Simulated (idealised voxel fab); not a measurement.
process module | voxel capacitor over wiring
cross-section cut | 210 nm wide | cells 5 nm
A cross-section is a grid of square cells, given in bands from the top down. A band is one or more rows of cells.
Each band's line starts with the height of the band's top and of its bottom, in nm. Then come its materials from left to right, each with its width in nm. One material with "throughout" fills the band from edge to edge. "air" is empty space.
Height 0 is the level under which the wafer as received is all one material. The lowest band goes on downwards, as in "0 down".
A width such as "30 to 40" changes by the same amount from each row of cells to the next, from the band's top row to its bottom row.
"no change" after a step means that no cell of the cross-section changed.
closed voids: empty space of 8 cells or more with no open way to the top, each as width x height at its distance from the left edge, in nm
after a step's settings: what the simulator itself notes on the step
overlay nm, on a step with a mask: how far to the right of its planned place the mask lay; to the left if negative
plan
1 op RECEIVE | material Si
2 op CONFORMAL_DEP | material SiO2 | thk nm 10
3 op CONFORMAL_DEP | material SiCN | thk nm 5
4 op DIRECTIONAL_DEP | material lowk | thk nm 25
5 op PATTERN | tone open | mask id METAL_1 | material resist | width nm 25 | pitch nm 90 | thk nm 20 | overlay nm 0
6 op DIRECTIONAL_ETCH | etch materials lowk | depth nm 25
7 op DIRECTIONAL_ETCH | etch materials SiCN | depth nm 5
8 op STRIP | etch materials resist
9 op CONFORMAL_DEP | material TiN | thk nm 5
10 op FILL_DEP | material Ru | thk nm 10
11 op CMP | height nm 40
12 op CONFORMAL_DEP | material SiCN | thk nm 5
13 op DIRECTIONAL_DEP | material SiO2 | thk nm 20
14 op PATTERN | tone open | mask id PLUG_1 | material resist | width nm 15 | thk nm 20 | overlay nm 0
15 op DIRECTIONAL_ETCH | etch materials SiO2 | depth nm 20
16 op DIRECTIONAL_ETCH | etch materials SiCN | depth nm 5
17 op STRIP | etch materials resist
18 op EPI | material Ru | thk nm 10
19 op EPI | material Ru | thk nm 10
20 op EPI | material Ru | thk nm 5
21 op DIRECTIONAL_DEP | material TiN | thk nm 5
22 op DIRECTIONAL_DEP | material Al2O3 | thk nm 5
23 op DIRECTIONAL_DEP | material TiN | thk nm 5
24 op DIRECTIONAL_DEP | material aC | thk nm 15
25 op PATTERN | tone cover | mask id UPPER_PLATE | material resist | width nm 70 | thk nm 35 | overlay nm 0
26 op DIRECTIONAL_ETCH | etch materials aC | depth nm 15
27 op STRIP | etch materials resist
28 op DIRECTIONAL_ETCH | etch materials TiN | depth nm 5
29 op DIRECTIONAL_ETCH | etch materials Al2O3 | depth nm 5
30 op STRIP | etch materials aC
31 op DIRECTIONAL_DEP | material aC | thk nm 10
32 op PATTERN | tone cover | mask id LOWER_PLATE | material resist | width nm 80 | thk nm 25 | overlay nm 0
33 op DIRECTIONAL_ETCH | etch materials aC | depth nm 10
34 op STRIP | etch materials resist
35 op DIRECTIONAL_ETCH | etch materials TiN | depth nm 5
36 op STRIP | etch materials aC
37 op FILL_DEP | material SiO2 | thk nm 20
38 op CMP | height nm 95
39 op PATTERN | tone open | mask id PLUG_2 | material resist | width nm 15 | thk nm 20 | overlay nm -15
40 op DIRECTIONAL_ETCH | etch materials SiO2 | depth nm 15
41 op STRIP | etch materials resist
42 op CONFORMAL_DEP | material TiN | thk nm 5
43 op FILL_DEP | material W | thk nm 10
44 op CMP | height nm 95
45 op CONFORMAL_DEP | material SiN | thk nm 5
varied across the wafers: overlay nm of step 39. The plan shows the first wafer's value. All wafers start alike
first wafer as received, after step 1
  0 down: Si throughout
  closed voids: none
first wafer at the end, after step 45
  100 to 95: SiN throughout
  95 to 85: SiO2 50 | TiN 5 | W 5 | TiN 5 | SiO2 145
  85 to 75: SiO2 50 to 55 | TiN 15 to 70 | SiO2 145 to 85
  75 to 70: SiO2 55 | Al2O3 70 | SiO2 85
  70 to 65: SiO2 50 | TiN 80 | SiO2 80
  65 to 45: SiO2 55 | Ru 15 | SiO2 140
  45 to 40: SiCN 55 | Ru 15 | SiCN 140
  40 to 15: lowk 45 | TiN 5 | Ru 15 | TiN 5 | lowk 65 | TiN 5 | Ru 15 | TiN 5 | lowk 50
  15 to 10: SiCN 45 | TiN 25 | SiCN 65 | TiN 25 | SiCN 50
  10 to 0: SiO2 throughout
  0 down: Si throughout
  closed voids: none
last wafer at the end
  100 to 95: SiN throughout
  95 to 85: SiO2 80 | TiN 5 | W 5 | TiN 5 | SiO2 115
  85 to 75: SiO2 80 to 55 | TiN 15 to 70 | SiO2 115 to 85
  75 to 70: SiO2 55 | Al2O3 70 | SiO2 85
  70 to 65: SiO2 50 | TiN 80 | SiO2 80
  65 to 45: SiO2 55 | Ru 15 | SiO2 140
  45 to 40: SiCN 55 | Ru 15 | SiCN 140
  40 to 15: lowk 45 | TiN 5 | Ru 15 | TiN 5 | lowk 65 | TiN 5 | Ru 15 | TiN 5 | lowk 50
  15 to 10: SiCN 45 | TiN 25 | SiCN 65 | TiN 25 | SiCN 50
  10 to 0: SiO2 throughout
  0 down: Si throughout
  closed voids: none
each wafer at the end: cells of each material gained (+) or lost (-) since it was received, then its closed voids
overlay nm -15 | +14 Al2O3 | +45 Ru | +71 SiCN | +42 SiN | +439 SiO2 | +67 TiN | +2 W | +160 lowk | closed voids: none
overlay nm -10 | +14 Al2O3 | +45 Ru | +71 SiCN | +42 SiN | +439 SiO2 | +67 TiN | +2 W | +160 lowk | closed voids: none
overlay nm -5 | +14 Al2O3 | +45 Ru | +71 SiCN | +42 SiN | +439 SiO2 | +67 TiN | +2 W | +160 lowk | closed voids: none
overlay nm 0 | +14 Al2O3 | +45 Ru | +71 SiCN | +42 SiN | +439 SiO2 | +67 TiN | +2 W | +160 lowk | closed voids: none
overlay nm 5 | +14 Al2O3 | +45 Ru | +71 SiCN | +42 SiN | +439 SiO2 | +67 TiN | +2 W | +160 lowk | closed voids: none
overlay nm 10 | +14 Al2O3 | +45 Ru | +71 SiCN | +42 SiN | +439 SiO2 | +67 TiN | +2 W | +160 lowk | closed voids: none
overlay nm 15 | +14 Al2O3 | +45 Ru | +71 SiCN | +42 SiN | +439 SiO2 | +67 TiN | +2 W | +160 lowk | closed voids: none
